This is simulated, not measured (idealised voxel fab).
process module | voxel lift off
cross-section cut | 145 nm wide | cells 5 nm
A cross-section is a grid of square cells, given in bands from the top down. A band is one or more rows of cells.
Each band's line starts with the height of the band's top and of its bottom, in nm. Then come its materials from left to right, each with its width in nm. One material with "throughout" fills the band from edge to edge. "air" is empty space.
Height 0 is the level under which the wafer as received is all one material. The lowest band goes on downwards, as in "0 down".
A width such as "30 to 40" changes by the same amount from each row of cells to the next, from the band's top row to its bottom row.
"no change" after a step means that no cell of the cross-section changed.
closed voids: empty space of 8 cells or more with no open way to the top, each as width x height at its distance from the left edge, in nm
after a step's settings: what the simulator itself notes on the step
overlay nm, on a step with a mask: how far to the right of its planned place the mask lay; to the left if negative
plan
1 op RECEIVE | material Si
2 op CONFORMAL_DEP | material SiO2 | thk nm 15
3 op PATTERN | tone open | mask id LINES | material resist | width nm 20 | pitch nm 50 | thk nm 20 | overlay nm 0
4 op DIRECTIONAL_DEP | material Ru | thk nm 10
5 op STRIP | etch materials resist
6 op CONFORMAL_DEP | material SiN | thk nm 10
first wafer, as planned
as received, after step 1
  0 down: Si throughout
  closed voids: none
after step 2
  15 to 0: SiO2 throughout
  below 0: unchanged
after step 3
  35 to 15: resist 35 | air 20 | resist 30 | air 20 | resist 40
  below 15: unchanged
after step 4
  45 to 35: Ru 35 | air 20 | Ru 30 | air 20 | Ru 40
  35 to 25: resist 35 | air 20 | resist 30 | air 20 | resist 40
  25 to 15: resist 35 | Ru 20 | resist 30 | Ru 20 | resist 40
  below 15: unchanged
after step 5
  25 to 15: air 35 | Ru 20 | air 30 | Ru 20 | air 40
  below 15: unchanged
after step 6
  35 to 25: air 25 | SiN 40 | air 10 | SiN 40 | air 30
  25 to 15: SiN 35 | Ru 20 | SiN 30 | Ru 20 | SiN 40
  below 15: unchanged
second wafer: like start, like plan, one mistake. Through step 1 it matches the first wafer
when step 2 should have ended: no change
when step 3 should have ended
  20 to 0: resist 35 | air 20 | resist 30 | air 20 | resist 40
  below 0: unchanged
when step 4 should have ended
  30 to 20: Ru 35 | air 20 | Ru 30 | air 20 | Ru 40
  20 to 10: resist 35 | air 20 | resist 30 | air 20 | resist 40
  10 to 0: resist 35 | Ru 20 | resist 30 | Ru 20 | resist 40
  below 0: unchanged
when step 5 should have ended
  10 to 0: air 35 | Ru 20 | air 30 | Ru 20 | air 40
  below 0: unchanged
when step 6 should have ended
  20 to 10: air 25 | SiN 40 | air 10 | SiN 40 | air 30
  10 to 0: SiN 35 | Ru 20 | SiN 30 | Ru 20 | SiN 40
  below 0: unchanged
what went wrong: step 2 was left out
at the end the second wafer has, in cells: 87 fewer of SiO2
